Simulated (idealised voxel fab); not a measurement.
The document below concerns the process module designated voxel transistor to metal.
Pictured: cross-section cut, 200 nm wide, on a grid of 5 nm square cells.
Cross-section layout: square cells on a grid; listed as bands, top to bottom; a band spans one or more cell rows. A band entry consists of two parts. The first gives the height of the band's top and the height of its bottom, in nm. The rest lists the band's materials from left to right, each with its width in nm. A single material labelled with the word "full width" fills the band from edge to edge, and the word "empty" marks empty space. The level at which height equals 0 is the one under which the wafer, as it arrives, is entirely one material. No lower edge exists for the bottom band, which continues downward and is notated as in "top 0, no bottom". Graded width ("30 to 40"): value in top row of band = first number; value in bottom row = second number; row-to-row change constant. Key: "nothing was modified" - step with no changed cell in the cross-section. "Closed empty spaces" means: voids of 8 cells or more that are shut off from the top with no open way through. Written width x height at distance, distance from the left edge, in nm. Note: text after step settings on the step line = simulator remark on that step. "overlay nm" denotes, for a step that has a mask, the displacement of the mask to the right of its planned place, with negative values corresponding to the left. Read each pair as before and after one process step. The after cross-section shows only down to the lowest band that changed. The step between them and its settings are given below the pair. Pairs can come from different runs of this module on the same starting wafer. A pair continues from the pair above only where its "Pre-step cross-section" entry says so.

Pre-step cross-section:
- top 30, bottom 25: 65 of empty / 25 of TiN / 15 of empty / 25 of TiN / 70 of empty
- top 25, bottom 20: 70 of TiN / 15 of HfO2 / 5 of TiN / 15 of empty / 5 of TiN / 15 of HfO2 / 75 of TiN
- top 20, bottom 15: 75 of HfO2 / 5 of SiN / 5 of HfO2 / 5 of TiN / 15 of empty / 5 of TiN / 5 of HfO2 / 5 of SiN / 80 of HfO2
- top 15, bottom 10: 75 of SiO2 / 5 of SiN / 5 of HfO2 / 5 of TiN / 15 of empty / 5 of TiN / 5 of HfO2 / 5 of SiN / 80 of SiO2
- top 10, bottom 5: 60 of SiO2 / 15 of pSi / 5 of SiN / 5 of HfO2 / 5 of TiN / 15 of empty / 5 of TiN / 5 of HfO2 / 5 of SiN / 15 of pSi / 65 of SiO2
- top 5, bottom 0: 60 of SiO2 / 15 of pSi / 5 of SiN / 5 of HfO2 / 25 of TiN / 5 of HfO2 / 5 of SiN / 15 of pSi / 65 of SiO2
- top 0, bottom -5: 40 of SiO2 / 35 of pSi / 45 of HfO2 / 35 of pSi / 45 of SiO2
- top -5, bottom -15: 45 of SiO2 / 30 of pSi / 45 of Si / 30 of pSi / 50 of SiO2
- top -15, bottom -30: 45 of SiO2 / 105 of Si / 50 of SiO2
- top -30, no bottom: Si full width
- Closed empty spaces: none

Step Outcome:
- top 40, bottom 30: W full width
- top 30, bottom 25: 65 of W / 25 of TiN / 15 of W / 25 of TiN / 70 of W
- top 25, bottom 20: 70 of TiN / 15 of HfO2 / 5 of TiN / 15 of W / 5 of TiN / 15 of HfO2 / 75 of TiN
- top 20, bottom 15: 75 of HfO2 / 5 of SiN / 5 of HfO2 / 5 of TiN / 15 of W / 5 of TiN / 5 of HfO2 / 5 of SiN / 80 of HfO2
- top 15, bottom 10: 75 of SiO2 / 5 of SiN / 5 of HfO2 / 5 of TiN / 15 of W / 5 of TiN / 5 of HfO2 / 5 of SiN / 80 of SiO2
- top 10, bottom 5: 60 of SiO2 / 15 of pSi / 5 of SiN / 5 of HfO2 / 5 of TiN / 15 of W / 5 of TiN / 5 of HfO2 / 5 of SiN / 15 of pSi / 65 of SiO2
- For the remainder of the cross-section, below 5, there is no change.
- Closed empty spaces: none
Link between the two cross-sections above: FILL_DEP | material W | thk nm 10

Pre-step cross-section: same picture as after in the pair right above, so we don't repeat it.

Step Outcome:
- top 15, bottom 10: 75 of SiO2 / 5 of SiN / 5 of HfO2 / 5 of TiN / 15 of W / 5 of TiN / 5 of HfO2 / 5 of SiN / 80 of SiO2
- For the remainder of the cross-section, below 10, there is no change.
- Closed empty spaces: none
Link between the two cross-sections above: CMP | height nm 15

Pre-step cross-section: same picture as after in the pair right above, so we don't repeat it.

Step Outcome:
- top 25, bottom 15: SiO2 full width
- For the remainder of the cross-section, below 15, there is no change.
- Closed empty spaces: none
Link between the two cross-sections above: DIRECTIONAL_DEP | material SiO2 | thk nm 10

Pre-step cross-section: same picture as after in the pair right above, so we don't repeat it.

Step Outcome:
- top 25, bottom 15: 50 of SiO2 / 15 of empty / 65 of SiO2 / 15 of empty / 55 of SiO2
- top 15, bottom 10: 50 of SiO2 / 15 of empty / 10 of SiO2 / 5 of SiN / 5 of HfO2 / 5 of TiN / 15 of W / 5 of TiN / 5 of HfO2 / 5 of SiN / 10 of SiO2 / 15 of empty / 55 of SiO2
- top 10, bottom 5: 50 of SiO2 / 10 of empty / 15 of pSi / 5 of SiN / 5 of HfO2 / 5 of TiN / 15 of W / 5 of TiN / 5 of HfO2 / 5 of SiN / 15 of pSi / 10 of empty / 55 of SiO2
- top 5, bottom 0: 50 of SiO2 / 10 of empty / 15 of pSi / 5 of SiN / 5 of HfO2 / 25 of TiN / 5 of HfO2 / 5 of SiN / 15 of pSi / 10 of empty / 55 of SiO2
- For the remainder of the cross-section, below 0, there is no change.
- Closed empty spaces: none
Link between the two cross-sections above: MASKED_ETCH | tone open | mask id CONTACT | width nm 15 | pitch nm 80 | etch materials SiO2 | depth nm 30 | overlay nm 0

Pre-step cross-section: same picture as after in the pair right above, so we don't repeat it.

Step Outcome:
- top 30, bottom 25: 55 of TiN / 5 of empty / 75 of TiN / 5 of empty / 60 of TiN
- top 25, bottom 15: 50 of SiO2 / 5 of TiN / 5 of empty / 5 of TiN / 65 of SiO2 / 5 of TiN / 5 of empty / 5 of TiN / 55 of SiO2
- top 15, bottom 10: 50 of SiO2 / 15 of TiN / 10 of SiO2 / 5 of SiN / 5 of HfO2 / 5 of TiN / 15 of W / 5 of TiN / 5 of HfO2 / 5 of SiN / 10 of SiO2 / 15 of TiN / 55 of SiO2
- top 10, bottom 5: 50 of SiO2 / 10 of TiN / 15 of pSi / 5 of SiN / 5 of HfO2 / 5 of TiN / 15 of W / 5 of TiN / 5 of HfO2 / 5 of SiN / 15 of pSi / 10 of TiN / 55 of SiO2
- top 5, bottom 0: 50 of SiO2 / 10 of TiN / 15 of pSi / 5 of SiN / 5 of HfO2 / 25 of TiN / 5 of HfO2 / 5 of SiN / 15 of pSi / 10 of TiN / 55 of SiO2
- For the remainder of the cross-section, below 0, there is no change.
- Closed empty spaces: none
Link between the two cross-sections above: CONFORMAL_DEP | material TiN | thk nm 5

Pre-step cross-section: same picture as after in the pair right above, so we don't repeat it.

Step Outcome:
- top 40, bottom 30: Ru full width
- top 30, bottom 25: 55 of TiN / 5 of Ru / 75 of TiN / 5 of Ru / 60 of TiN
- top 25, bottom 15: 50 of SiO2 / 5 of TiN / 5 of Ru / 5 of TiN / 65 of SiO2 / 5 of TiN / 5 of Ru / 5 of TiN / 55 of SiO2
- For the remainder of the cross-section, below 15, there is no change.
- Closed empty spaces: none
Link between the two cross-sections above: FILL_DEP | material Ru | thk nm 10

Pre-step cross-section: same picture as after in the pair right above, so we don't repeat it.

Step Outcome:
- top 25, bottom 15: 50 of SiO2 / 5 of TiN / 5 of Ru / 5 of TiN / 65 of SiO2 / 5 of TiN / 5 of Ru / 5 of TiN / 55 of SiO2
- For the remainder of the cross-section, below 15, there is no change.
- Closed empty spaces: none
Link between the two cross-sections above: CMP | height nm 25

Pre-step cross-section: same picture as after in the pair right above, so we don't repeat it.

Step Outcome:
- top 30, bottom 25: SiN full width
- For the remainder of the cross-section, below 25, there is no change.
- Closed empty spaces: none
Link between the two cross-sections above: CONFORMAL_DEP | material SiN | thk nm 5

Pre-step cross-section: same picture as after in the pair right above, so we don't repeat it.

Step Outcome:
- top 50, bottom 30: SiO2 full width
- For the remainder of the cross-section, below 30, there is no change.
- Closed empty spaces: none
Link between the two cross-sections above: DIRECTIONAL_DEP | material SiO2 | thk nm 20

Pre-step cross-section: same picture as after in the pair right above, so we don't repeat it.

Step Outcome:
- top 50, bottom 30: 50 of SiO2 / 15 of empty / 65 of SiO2 / 15 of empty / 55 of SiO2
- For the remainder of the cross-section, below 30, there is no change.
- Closed empty spaces: none
Link between the two cross-sections above: MASKED_ETCH | tone open | mask id METAL_1 | width nm 15 | pitch nm 80 | etch materials SiO2 | depth nm 20 | overlay nm 0

Pre-step cross-section: same picture as after in the pair right above, so we don't repeat it.

Step Outcome:
- top 50, bottom 30: 50 of SiO2 / 15 of empty / 65 of SiO2 / 15 of empty / 55 of SiO2
- top 30, bottom 25: 50 of SiN / 15 of empty / 65 of SiN / 15 of empty / 55 of SiN
- For the remainder of the cross-section, below 25, there is no change.
- Closed empty spaces: none
Link between the two cross-sections above: MASKED_ETCH | tone open | mask id METAL_1 | width nm 15 | pitch nm 80 | etch materials SiN | depth nm 5 | overlay nm 0

Pre-step cross-section: same picture as after in the pair right above, so we don't repeat it.

Step Outcome:
- top 55, bottom 50: 55 of TiN / 5 of empty / 75 of TiN / 5 of empty / 60 of TiN
- top 50, bottom 30: 50 of SiO2 / 5 of TiN / 5 of empty / 5 of TiN / 65 of SiO2 / 5 of TiN / 5 of empty / 5 of TiN / 55 of SiO2
- top 30, bottom 25: 50 of SiN / 15 of TiN / 65 of SiN / 15 of TiN / 55 of SiN
- For the remainder of the cross-section, below 25, there is no change.
- Closed empty spaces: none
Link between the two cross-sections above: CONFORMAL_DEP | material TiN | thk nm 5

Pre-step cross-section: same picture as after in the pair right above, so we don't repeat it.

Step Outcome:
- top 60, bottom 55: Cu full width
- top 55, bottom 50: 55 of TiN / 5 of Cu / 75 of TiN / 5 of Cu / 60 of TiN
- top 50, bottom 30: 50 of SiO2 / 5 of TiN / 5 of Cu / 5 of TiN / 65 of SiO2 / 5 of TiN / 5 of Cu / 5 of TiN / 55 of SiO2
- For the remainder of the cross-section, below 30, there is no change.
- Closed empty spaces: none
Link between the two cross-sections above: FILL_DEP | material Cu | thk nm 5

Pre-step cross-section: same picture as after in the pair right above, so we don't repeat it.

Step Outcome:
- top 50, bottom 30: 50 of SiO2 / 5 of TiN / 5 of Cu / 5 of TiN / 65 of SiO2 / 5 of TiN / 5 of Cu / 5 of TiN / 55 of SiO2
- For the remainder of the cross-section, below 30, there is no change.
- Closed empty spaces: none
Link between the two cross-sections above: CMP | height nm 50

Pre-step cross-section: same picture as after in the pair right above, so we don't repeat it.

Step Outcome:
- top 55, bottom 50: 45 of empty / 25 of Ru / 55 of empty / 25 of Ru / 50 of empty
- For the remainder of the cross-section, below 50, there is no change.
- Closed empty spaces: none
Link between the two cross-sections above: EPI | material Ru | thk nm 5

Pre-step cross-section: same picture as after in the pair right above, so we don't repeat it.

Step Outcome:
- top 60, bottom 55: SiCN full width
- top 55, bottom 50: 45 of SiCN / 25 of Ru / 55 of SiCN / 25 of Ru / 50 of SiCN
- For the remainder of the cross-section, below 50, there is no change.
- Closed empty spaces: none
Link between the two cross-sections above: FILL_DEP | material SiCN | thk nm 5

Pre-step cross-section:
- top 60, bottom 55: Cu full width
- top 55, bottom 50: 55 of TiN / 5 of Cu / 75 of TiN / 5 of Cu / 60 of TiN
- top 50, bottom 30: 50 of SiO2 / 5 of TiN / 5 of Cu / 5 of TiN / 65 of SiO2 / 5 of TiN / 5 of Cu / 5 of TiN / 55 of SiO2
- top 30, bottom 25: 50 of SiN / 15 of TiN / 65 of SiN / 15 of TiN / 55 of SiN
- top 25, bottom 15: 50 of SiO2 / 5 of TiN / 5 of Ru / 5 of TiN / 65 of SiO2 / 5 of TiN / 5 of Ru / 5 of TiN / 55 of SiO2
- top 15, bottom 10: 50 of SiO2 / 5 of TiN / 5 of Ru / 5 of TiN / 10 of SiO2 / 5 of SiN / 5 of HfO2 / 5 of TiN / 15 of W / 5 of TiN / 5 of HfO2 / 5 of SiN / 10 of SiO2 / 5 of TiN / 5 of Ru / 5 of TiN / 55 of SiO2
- top 10, bottom 5: 50 of SiO2 / 15 of TiN / 10 of SiO2 / 5 of SiN / 5 of HfO2 / 5 of TiN / 15 of W / 5 of TiN / 5 of HfO2 / 5 of SiN / 10 of SiO2 / 15 of TiN / 55 of SiO2
- top 5, bottom 0: 50 of SiO2 / 10 of TiN / 15 of pSi / 5 of SiN / 5 of HfO2 / 5 of TiN / 15 of W / 5 of TiN / 5 of HfO2 / 5 of SiN / 15 of pSi / 10 of TiN / 55 of SiO2
- top 0, bottom -5: 35 of SiO2 / 5 of SiN / 10 of SiO2 / 10 of TiN / 15 of pSi / 5 of SiN / 5 of HfO2 / 25 of TiN / 5 of HfO2 / 5 of SiN / 15 of pSi / 10 of TiN / 10 of SiO2 / 5 of SiN / 40 of SiO2
- top -5, bottom -10: 40 of SiO2 / 35 of pSi / 45 of HfO2 / 35 of pSi / 45 of SiO2
- top -10, bottom -20: 45 of SiO2 / 30 of pSi / 45 of Si / 30 of pSi / 50 of SiO2
- top -20, bottom -30: 45 of SiO2 / 105 of Si / 50 of SiO2
- top -30, no bottom: Si full width
- Closed empty spaces: none

Step Outcome:
- top 55, bottom 50: 55 of TiN / 5 of Cu / 75 of TiN / 5 of Cu / 60 of TiN
- For the remainder of the cross-section, below 50, there is no change.
- Closed empty spaces: none
Link between the two cross-sections above: CMP | height nm 55

Pre-step cross-section: same picture as after in the pair right above, so we don't repeat it.

Step Outcome:
- top 60, bottom 55: Ru full width
- For the remainder of the cross-section, below 55, there is no change.
- Closed empty spaces: none
Link between the two cross-sections above: EPI | material Ru | thk nm 5

Pre-step cross-section: same picture as after in the pair right above, so we don't repeat it.

Step Outcome:
- top 65, bottom 60: SiCN full width
- For the remainder of the cross-section, below 60, there is no change.
- Closed empty spaces: none
Link between the two cross-sections above: FILL_DEP | material SiCN | thk nm 5

Pre-step cross-section:
- top 25, bottom 15: SiO2 full width
- top 15, bottom 5: 75 of SiO2 / 5 of SiN / 5 of HfO2 / 5 of TiN / 15 of W / 5 of TiN / 5 of HfO2 / 5 of SiN / 80 of SiO2
- top 5, bottom 0: 60 of SiO2 / 15 of pSi / 5 of SiN / 5 of HfO2 / 5 of TiN / 15 of W / 5 of TiN / 5 of HfO2 / 5 of SiN / 15 of pSi / 65 of SiO2
- top 0, bottom -5: 35 of SiO2 / 5 of SiN / 20 of SiO2 / 15 of pSi / 5 of SiN / 5 of HfO2 / 25 of TiN / 5 of HfO2 / 5 of SiN / 15 of pSi / 20 of SiO2 / 5 of SiN / 40 of SiO2
- top -5, bottom -10: 40 of SiO2 / 35 of pSi / 45 of HfO2 / 35 of pSi / 45 of SiO2
- top -10, bottom -20: 45 of SiO2 / 30 of pSi / 45 of Si / 30 of pSi / 50 of SiO2
- top -20, bottom -30: 45 of SiO2 / 105 of Si / 50 of SiO2
- top -30, no bottom: Si full width
- Closed empty spaces: none

Step Outcome:
- top 25, bottom 15: 45 of SiO2 / 25 of empty / 55 of SiO2 / 25 of empty / 50 of SiO2
- top 15, bottom 5: 45 of SiO2 / 25 of empty / 5 of SiO2 / 5 of SiN / 5 of HfO2 / 5 of TiN / 15 of W / 5 of TiN / 5 of HfO2 / 5 of SiN / 5 of SiO2 / 25 of empty / 50 of SiO2
- top 5, bottom 0: 45 of SiO2 / 15 of empty / 15 of pSi / 5 of SiN / 5 of HfO2 / 5 of TiN / 15 of W / 5 of TiN / 5 of HfO2 / 5 of SiN / 15 of pSi / 15 of empty / 50 of SiO2
- top 0, bottom -5: 35 of SiO2 / 5 of SiN / 5 of SiO2 / 15 of empty / 15 of pSi / 5 of SiN / 5 of HfO2 / 25 of TiN / 5 of HfO2 / 5 of SiN / 15 of pSi / 15 of empty / 5 of SiO2 / 5 of SiN / 40 of SiO2
- For the remainder of the cross-section, below -5, there is no change.
- Closed empty spaces: none
Link between the two cross-sections above: MASKED_ETCH | tone open | mask id CONTACT | width nm 25 | pitch nm 80 | etch materials SiO2 | depth nm 30 | overlay nm 0

Pre-step cross-section: same picture as after in the pair right above, so we don't repeat it.

Step Outcome:
- top 30, bottom 25: 50 of TiN / 15 of empty / 65 of TiN / 15 of empty / 55 of TiN
- top 25, bottom 15: 45 of SiO2 / 5 of TiN / 15 of empty / 5 of TiN / 55 of SiO2 / 5 of TiN / 15 of empty / 5 of TiN / 50 of SiO2
- top 15, bottom 5: 45 of SiO2 / 5 of TiN / 15 to 5 of empty / 5 to 15 of TiN / 5 of SiO2 / 5 of SiN / 5 of HfO2 / 5 of TiN / 15 of W / 5 of TiN / 5 of HfO2 / 5 of SiN / 5 of SiO2 / 5 to 15 of TiN / 15 to 5 of empty / 5 of TiN / 50 of SiO2
- top 5, bottom 0: 45 of SiO2 / 5 of TiN / 5 of empty / 5 of TiN / 15 of pSi / 5 of SiN / 5 of HfO2 / 5 of TiN / 15 of W / 5 of TiN / 5 of HfO2 / 5 of SiN / 15 of pSi / 5 of TiN / 5 of empty / 5 of TiN / 50 of SiO2
- top 0, bottom -5: 35 of SiO2 / 5 of SiN / 5 of SiO2 / 15 of TiN / 15 of pSi / 5 of SiN / 5 of HfO2 / 25 of TiN / 5 of HfO2 / 5 of SiN / 15 of pSi / 15 of TiN / 5 of SiO2 / 5 of SiN / 40 of SiO2
- For the remainder of the cross-section, below -5, there is no change.
- Closed empty spaces: none
Link between the two cross-sections above: CONFORMAL_DEP | material TiN | thk nm 5

Pre-step cross-section: same picture as after in the pair right above, so we don't repeat it.

Step Outcome:
- top 40, bottom 30: Ru full width
- top 30, bottom 25: 50 of TiN / 15 of Ru / 65 of TiN / 15 of Ru / 55 of TiN
- top 25, bottom 15: 45 of SiO2 / 5 of TiN / 15 of Ru / 5 of TiN / 55 of SiO2 / 5 of TiN / 15 of Ru / 5 of TiN / 50 of SiO2
- top 15, bottom 5: 45 of SiO2 / 5 of TiN / 15 to 5 of Ru / 5 to 15 of TiN / 5 of SiO2 / 5 of SiN / 5 of HfO2 / 5 of TiN / 15 of W / 5 of TiN / 5 of HfO2 / 5 of SiN / 5 of SiO2 / 5 to 15 of TiN / 15 to 5 of Ru / 5 of TiN / 50 of SiO2
- top 5, bottom 0: 45 of SiO2 / 5 of TiN / 5 of Ru / 5 of TiN / 15 of pSi / 5 of SiN / 5 of HfO2 / 5 of TiN / 15 of W / 5 of TiN / 5 of HfO2 / 5 of SiN / 15 of pSi / 5 of TiN / 5 of Ru / 5 of TiN / 50 of SiO2
- For the remainder of the cross-section, below 0, there is no change.
- Closed empty spaces: none
Link between the two cross-sections above: FILL_DEP | material Ru | thk nm 10

Pre-step cross-section: same picture as after in the pair right above, so we don't repeat it.

Step Outcome:
- top 25, bottom 15: 45 of SiO2 / 5 of TiN / 15 of Ru / 5 of TiN / 55 of SiO2 / 5 of TiN / 15 of Ru / 5 of TiN / 50 of SiO2
- For the remainder of the cross-section, below 15, there is no change.
- Closed empty spaces: none
Link between the two cross-sections above: CMP | height nm 25

Pre-step cross-section: same picture as after in the pair right above, so we don't repeat it.

Step Outcome:
- top 30, bottom 25: SiN full width
- For the remainder of the cross-section, below 25, there is no change.
- Closed empty spaces: none
Link between the two cross-sections above: CONFORMAL_DEP | material SiN | thk nm 5

Pre-step cross-section: same picture as after in the pair right above, so we don't repeat it.

Step Outcome:
- top 50, bottom 30: SiO2 full width
- For the remainder of the cross-section, below 30, there is no change.
- Closed empty spaces: none
Link between the two cross-sections above: DIRECTIONAL_DEP | material SiO2 | thk nm 20

Pre-step cross-section: same picture as after in the pair right above, so we don't repeat it.

Step Outcome:
- top 50, bottom 30: 50 of SiO2 / 15 of empty / 65 of SiO2 / 15 of empty / 55 of SiO2
- For the remainder of the cross-section, below 30, there is no change.
- Closed empty spaces: none
Link between the two cross-sections above: MASKED_ETCH | tone open | mask id METAL_1 | width nm 15 | pitch nm 80 | etch materials SiO2 | depth nm 20 | overlay nm 0

Pre-step cross-section: same picture as after in the pair right above, so we don't repeat it.

Step Outcome:
- top 50, bottom 30: 50 of SiO2 / 15 of empty / 65 of SiO2 / 15 of empty / 55 of SiO2
- top 30, bottom 25: 50 of SiN / 15 of empty / 65 of SiN / 15 of empty / 55 of SiN
- For the remainder of the cross-section, below 25, there is no change.
- Closed empty spaces: none
Link between the two cross-sections above: MASKED_ETCH | tone open | mask id METAL_1 | width nm 15 | pitch nm 80 | etch materials SiN | depth nm 5 | overlay nm 0

Pre-step cross-section: same picture as after in the pair right above, so we don't repeat it.

Step Outcome:
- top 55, bottom 50: 55 of TiN / 5 of empty / 75 of TiN / 5 of empty / 60 of TiN
- top 50, bottom 30: 50 of SiO2 / 5 of TiN / 5 of empty / 5 of TiN / 65 of SiO2 / 5 of TiN / 5 of empty / 5 of TiN / 55 of SiO2
- top 30, bottom 25: 50 of SiN / 15 of TiN / 65 of SiN / 15 of TiN / 55 of SiN
- For the remainder of the cross-section, below 25, there is no change.
- Closed empty spaces: none
Link between the two cross-sections above: CONFORMAL_DEP | material TiN | thk nm 5

Pre-step cross-section: same picture as after in the pair right above, so we don't repeat it.

Step Outcome:
- top 60, bottom 55: Cu full width
- top 55, bottom 50: 55 of TiN / 5 of Cu / 75 of TiN / 5 of Cu / 60 of TiN
- top 50, bottom 30: 50 of SiO2 / 5 of TiN / 5 of Cu / 5 of TiN / 65 of SiO2 / 5 of TiN / 5 of Cu / 5 of TiN / 55 of SiO2
- For the remainder of the cross-section, below 30, there is no change.
- Closed empty spaces: none
Link between the two cross-sections above: FILL_DEP | material Cu | thk nm 5

Pre-step cross-section: same picture as after in the pair right above, so we don't repeat it.

Step Outcome:
- top 50, bottom 30: 50 of SiO2 / 5 of TiN / 5 of Cu / 5 of TiN / 65 of SiO2 / 5 of TiN / 5 of Cu / 5 of TiN / 55 of SiO2
- For the remainder of the cross-section, below 30, there is no change.
- Closed empty spaces: none
Link between the two cross-sections above: CMP | height nm 50

Pre-step cross-section: same picture as after in the pair right above, so we don't repeat it.

Step Outcome:
- top 55, bottom 50: 45 of empty / 25 of Ru / 55 of empty / 25 of Ru / 50 of empty
- For the remainder of the cross-section, below 50, there is no change.
- Closed empty spaces: none
Link between the two cross-sections above: EPI | material Ru | thk nm 5

Pre-step cross-section: same picture as after in the pair right above, so we don't repeat it.

Step Outcome:
- top 60, bottom 55: SiCN full width
- top 55, bottom 50: 45 of SiCN / 25 of Ru / 55 of SiCN / 25 of Ru / 50 of SiCN
- For the remainder of the cross-section, below 50, there is no change.
- Closed empty spaces: none
Link between the two cross-sections above: FILL_DEP | material SiCN | thk nm 5

Pre-step cross-section:
- top 40, bottom 35: 35 of SiCN / 125 of empty / 40 of SiCN
- top 35, bottom 25: SiCN full width
- top 25, bottom 20: 35 of polySi / 125 of SiCN / 40 of polySi
- top 20, bottom 0: polySi full width
- top 0, bottom -5: 35 of SiO2 / 125 of polySi / 40 of SiO2
- top -5, bottom -10: SiO2 full width
- top -10, bottom -30: 45 of SiO2 / 105 of Si / 50 of SiO2
- top -30, no bottom: Si full width
- Closed empty spaces: none

Step Outcome:
- top 55, bottom 40: 75 of empty / 35 of resist / 90 of empty
- top 40, bottom 35: 35 of SiCN / 40 of empty / 35 of resist / 50 of empty / 40 of SiCN
- For the remainder of the cross-section, below 35, there is no change.
- Closed empty spaces: none
Link between the two cross-sections above: PATTERN | tone cover | mask id GATE | material resist | width nm 35 | thk nm 15 | overlay nm -5

Pre-step cross-section: same picture as after in the pair right above, so we don't repeat it.

Step Outcome:
- top 55, bottom 35: 75 of empty / 35 of resist / 90 of empty
- top 35, bottom 25: 75 of empty / 35 of SiCN / 90 of empty
- top 25, bottom 20: 35 of polySi / 40 of empty / 35 of SiCN / 50 of empty / 40 of polySi
- For the remainder of the cross-section, below 20, there is no change.
- Closed empty spaces: none
Link between the two cross-sections above: DIRECTIONAL_ETCH | etch materials SiCN | depth nm 25

Pre-step cross-section: same picture as after in the pair right above, so we don't repeat it.

Step Outcome:
- top 55, bottom 35: 75 of empty / 35 of resist / 90 of empty
- top 35, bottom 20: 75 of empty / 35 of SiCN / 90 of empty
- top 20, bottom 0: 75 of empty / 35 of polySi / 90 of empty
- top 0, bottom -5: 35 of SiO2 / 40 of empty / 35 of polySi / 50 of empty / 40 of SiO2
- For the remainder of the cross-section, below -5, there is no change.
- Closed empty spaces: none
Link between the two cross-sections above: DIRECTIONAL_ETCH | etch materials polySi | depth nm 35

Pre-step cross-section: same picture as after in the pair right above, so we don't repeat it.

Step Outcome:
- top 35, bottom 20: 75 of empty / 35 of SiCN / 90 of empty
- For the remainder of the cross-section, below 20, there is no change.
- Closed empty spaces: none
Link between the two cross-sections above: STRIP | etch materials resist

Pre-step cross-section: same picture as after in the pair right above, so we don't repeat it.

Step Outcome:
- top 40, bottom 35: 70 of empty / 45 of SiN / 85 of empty
- top 35, bottom 20: 70 of empty / 5 of SiN / 35 of SiCN / 5 of SiN / 85 of empty
- top 20, bottom 5: 70 of empty / 5 of SiN / 35 of polySi / 5 of SiN / 85 of empty
- top 5, bottom 0: 40 of SiN / 30 of empty / 5 of SiN / 35 of polySi / 5 of SiN / 40 of empty / 45 of SiN
- top 0, bottom -5: 35 of SiO2 / 40 of SiN / 35 of polySi / 50 of SiN / 40 of SiO2
- For the remainder of the cross-section, below -5, there is no change.
- Closed empty spaces: none
Link between the two cross-sections above: CONFORMAL_DEP | material SiN | thk nm 5

Pre-step cross-section: same picture as after in the pair right above, so we don't repeat it.

Step Outcome:
- top 35, bottom 20: 70 of empty / 5 of SiN / 35 of SiCN / 5 of SiN / 85 of empty
- top 20, bottom 0: 70 of empty / 5 of SiN / 35 of polySi / 5 of SiN / 85 of empty
- top 0, bottom -5: 35 of SiO2 / 5 of SiN / 30 of empty / 5 of SiN / 35 of polySi / 5 of SiN / 40 of empty / 5 of SiN / 40 of SiO2
- For the remainder of the cross-section, below -5, there is no change.
- Closed empty spaces: none
Link between the two cross-sections above: DIRECTIONAL_ETCH | etch materials SiN | depth nm 5

Pre-step cross-section: same picture as after in the pair right above, so we don't repeat it.

Step Outcome:
- top 35, bottom 20: 70 of empty / 5 of SiN / 35 of SiCN / 5 of SiN / 85 of empty
- top 20, bottom 0: 70 of empty / 5 of SiN / 35 of polySi / 5 of SiN / 85 of empty
- top 0, bottom -5: 35 of empty / 5 of SiN / 30 of empty / 5 of SiN / 35 of polySi / 5 of SiN / 40 of empty / 5 of SiN / 40 of empty
- top -5, bottom -10: 40 of SiO2 / 30 of empty / 45 of SiO2 / 40 of empty / 45 of SiO2
- For the remainder of the cross-section, below -10, there is no change.
- Closed empty spaces: none
Link between the two cross-sections above: DIRECTIONAL_ETCH | etch materials SiO2 | depth nm 5

Pre-step cross-section: same picture as after in the pair right above, so we don't repeat it.

Step Outcome:
- top 35, bottom 20: 70 of empty / 5 of SiN / 35 of SiCN / 5 of SiN / 85 of empty
- top 20, bottom 0: 70 of empty / 5 of SiN / 35 of polySi / 5 of SiN / 85 of empty
- top 0, bottom -5: 35 of empty / 5 of SiN / 30 of empty / 5 of SiN / 35 of polySi / 5 of SiN / 40 of empty / 5 of SiN / 40 of empty
- top -5, bottom -10: 40 of SiO2 / 30 of empty / 45 of SiO2 / 40 of empty / 45 of SiO2
- top -10, bottom -20: 45 of SiO2 / 25 of empty / 45 of Si / 35 of empty / 50 of SiO2
- For the remainder of the cross-section, below -20, there is no change.
- Closed empty spaces: none
Link between the two cross-sections above: DIRECTIONAL_ETCH | etch materials Si | depth nm 10

Pre-step cross-section: same picture as after in the pair right above, so we don't repeat it.

Step Outcome:
- top 35, bottom 20: 70 of empty / 5 of SiN / 35 of SiCN / 5 of SiN / 85 of empty
- top 20, bottom 5: 70 of empty / 5 of SiN / 35 of polySi / 5 of SiN / 85 of empty
- top 5, bottom 0: 55 of empty / 15 of pSi / 5 of SiN / 35 of polySi / 5 of SiN / 15 of pSi / 70 of empty
- top 0, bottom -5: 35 of empty / 5 of SiN / 15 of empty / 15 of pSi / 5 of SiN / 35 of polySi / 5 of SiN / 15 of pSi / 25 of empty / 5 of SiN / 40 of empty
- top -5, bottom -10: 40 of SiO2 / 30 of pSi / 45 of SiO2 / 40 of pSi / 45 of SiO2
- top -10, bottom -20: 45 of SiO2 / 25 of pSi / 45 of Si / 35 of pSi / 50 of SiO2
- For the remainder of the cross-section, below -20, there is no change.
- Closed empty spaces: none
Link between the two cross-sections above: EPI | material pSi | thk nm 15

Pre-step cross-section: same picture as after in the pair right above, so we don't repeat it.

Step Outcome:
- top 45, bottom 35: SiO2 full width
- top 35, bottom 20: 70 of SiO2 / 5 of SiN / 35 of SiCN / 5 of SiN / 85 of SiO2
- top 20, bottom 5: 70 of SiO2 / 5 of SiN / 35 of polySi / 5 of SiN / 85 of SiO2
- top 5, bottom 0: 55 of SiO2 / 15 of pSi / 5 of SiN / 35 of polySi / 5 of SiN / 15 of pSi / 70 of SiO2
- top 0, bottom -5: 35 of SiO2 / 5 of SiN / 15 of SiO2 / 15 of pSi / 5 of SiN / 35 of polySi / 5 of SiN / 15 of pSi / 25 of SiO2 / 5 of SiN / 40 of SiO2
- For the remainder of the cross-section, below -5, there is no change.
- Closed empty spaces: none
Link between the two cross-sections above: FILL_DEP | material SiO2 | thk nm 10

Pre-step cross-section: same picture as after in the pair right above, so we don't repeat it.

Step Outcome:
- top 20, bottom 5: 70 of SiO2 / 5 of SiN / 35 of polySi / 5 of SiN / 85 of SiO2
- For the remainder of the cross-section, below 5, there is no change.
- Closed empty spaces: none
Link between the two cross-sections above: CMP | height nm 20

Pre-step cross-section: same picture as after in the pair right above, so we don't repeat it.

Step Outcome:
- top 20, bottom 5: 70 of SiO2 / 5 of SiN / 35 of empty / 5 of SiN / 85 of SiO2
- top 5, bottom 0: 55 of SiO2 / 15 of pSi / 5 of SiN / 35 of empty / 5 of SiN / 15 of pSi / 70 of SiO2
- top 0, bottom -5: 35 of SiO2 / 5 of SiN / 15 of SiO2 / 15 of pSi / 5 of SiN / 35 of empty / 5 of SiN / 15 of pSi / 25 of SiO2 / 5 of SiN / 40 of SiO2
- For the remainder of the cross-section, below -5, there is no change.
- Closed empty spaces: none
Link between the two cross-sections above: STRIP | etch materials polySi
